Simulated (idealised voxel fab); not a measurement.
You're looking at the process module voxel self aligned contacts.
The figure presents cross-section cut, which has a width of 160 nm and is divided into square cells with an edge length of 5 nm.
Cross-sections here: square-cell grids, written as top-down lists of bands, a band being one or more rows of cells.
Top, bottom (nm), then materials left to right with widths (nm); lone material tagged "throughout" fills the whole band edge to edge; "air" = empty space.
Zero point of the height axis is 0; under it, received wafer = one material. Lowest band: continues down indefinitely, "from 0 down".
The two numbers in a width such as "30->40" mark its ends across the band: the first belongs to the top row of cells, the second to the bottom row, and from each row to the next the width moves by the same amount.
"all unchanged" (step): cross-section cells unchanged, all of them.
The entry titled "Enclosed void listing" provides the empty spaces that have no open way to the top, restricted to those of 8 cells or more. Each is presented as width x height at distance, the distance being measured from the left edge, with all three in nm.
Whatever follows a step's settings on its line is a remark the simulator itself makes about that step.
When a step includes a mask, the "overlay nm" setting on its line states how far to the right of its planned place that mask lay, and negative values state how far to the left.
Process steps (planned):
| 1 | RECEIVE with material Si |
| 2 | OXIDIZE with depth nm 5 |
| 3 | DIRECTIONAL_DEP with material polySi, thk nm 25 |
| 4 | DIRECTIONAL_DEP with material SiN, thk nm 20 |
| 5 | PATTERN with tone cover, mask id GATE, material resist, width nm 35, pitch nm 70, thk nm 15, overlay nm 0 |
| 6 | DIRECTIONAL_ETCH with etch materials SiN, depth nm 20 |
| 7 | DIRECTIONAL_ETCH with etch materials polySi, depth nm 25 |
| 8 | STRIP with etch materials resist |
| 9 | CONFORMAL_DEP with material SiN, thk nm 5 |
| 10 | DIRECTIONAL_ETCH with etch materials SiN, depth nm 5 |
| 11 | FILL_DEP with material SiO2, thk nm 15 |
| 12 | CMP with height nm 50 |
| 13 | PATTERN with tone open, mask id CONTACT, material resist, width nm 35, thk nm 15, overlay nm 0 |
| 14 | DIRECTIONAL_ETCH with etch materials SiO2, depth nm 55 |
| 15 | STRIP with etch materials resist |
| 16 | CONFORMAL_DEP with material TiN, thk nm 5 |
| 17 | FILL_DEP with material Ru, thk nm 10 |
| 18 | CMP with height nm 50 |
| 19 | CONFORMAL_DEP with material SiN, thk nm 5 |
The width nm used in step 13 is not the same on every wafer, whereas the starting condition is; the value printed in the plan is the first wafer's.
First wafer as received, after step 1:
> from 0 down = Si throughout
> Enclosed void listing: none
Cross-section after step 19, the final step of the module, for the first of several wafers:
> from 55 to 50 = SiN throughout
> from 50 to 45 = SiO2 60 nm / TiN 10 nm / Ru 15 nm / TiN 10 nm / SiO2 65 nm
> from 45 to 25 = SiO2 20 nm / SiN 45 nm / TiN 5 nm / Ru 15 nm / TiN 5 nm / SiN 45 nm / SiO2 25 nm
> from 25 to 0 = SiO2 20 nm / SiN 5 nm / polySi 35 nm / SiN 5 nm / TiN 5 nm / Ru 15 nm / TiN 5 nm / SiN 5 nm / polySi 35 nm / SiN 5 nm / SiO2 25 nm
> from 0 to -5 = SiO2 65 nm / TiN 25 nm / SiO2 70 nm
> from -5 down = Si throughout
> Enclosed void listing: none
Last wafer x-sec, end of module:
> from 55 to 50 = SiN throughout
> from 50 to 45 = SiO2 50 nm / TiN 20 nm / Ru 15 nm / TiN 25 nm / SiO2 50 nm
> from 45 to 25 = SiO2 20 nm / SiN 45 nm / TiN 5 nm / Ru 15 nm / TiN 5 nm / SiN 45 nm / SiO2 25 nm
> from 25 to 0 = SiO2 20 nm / SiN 5 nm / polySi 35 nm / SiN 5 nm / TiN 5 nm / Ru 15 nm / TiN 5 nm / SiN 5 nm / polySi 35 nm / SiN 5 nm / SiO2 25 nm
> from 0 to -5 = SiO2 65 nm / TiN 25 nm / SiO2 70 nm
> from -5 down = Si throughout
> Enclosed void listing: none
Tabulated below, wafer by wafer, are the end-of-module results: for each material, the number of cells gained (+) or lost (-) relative to the as-received state, followed by the closed voids:
width nm 35 | +30 Ru | -32 Si | +124 SiN | +133 SiO2 | +27 TiN | +70 polySi | Enclosed void listing: none
width nm 40 | +30 Ru | -32 Si | +124 SiN | +132 SiO2 | +28 TiN | +70 polySi | Enclosed void listing: none
width nm 45 | +30 Ru | -32 Si | +124 SiN | +131 SiO2 | +29 TiN | +70 polySi | Enclosed void listing: none
width nm 50 | +30 Ru | -32 Si | +124 SiN | +130 SiO2 | +30 TiN | +70 polySi | Enclosed void listing: none
width nm 55 | +30 Ru | -32 Si | +124 SiN | +129 SiO2 | +31 TiN | +70 polySi | Enclosed void listing: none
width nm 60 | +30 Ru | -32 Si | +124 SiN | +128 SiO2 | +32 TiN | +70 polySi | Enclosed void listing: none
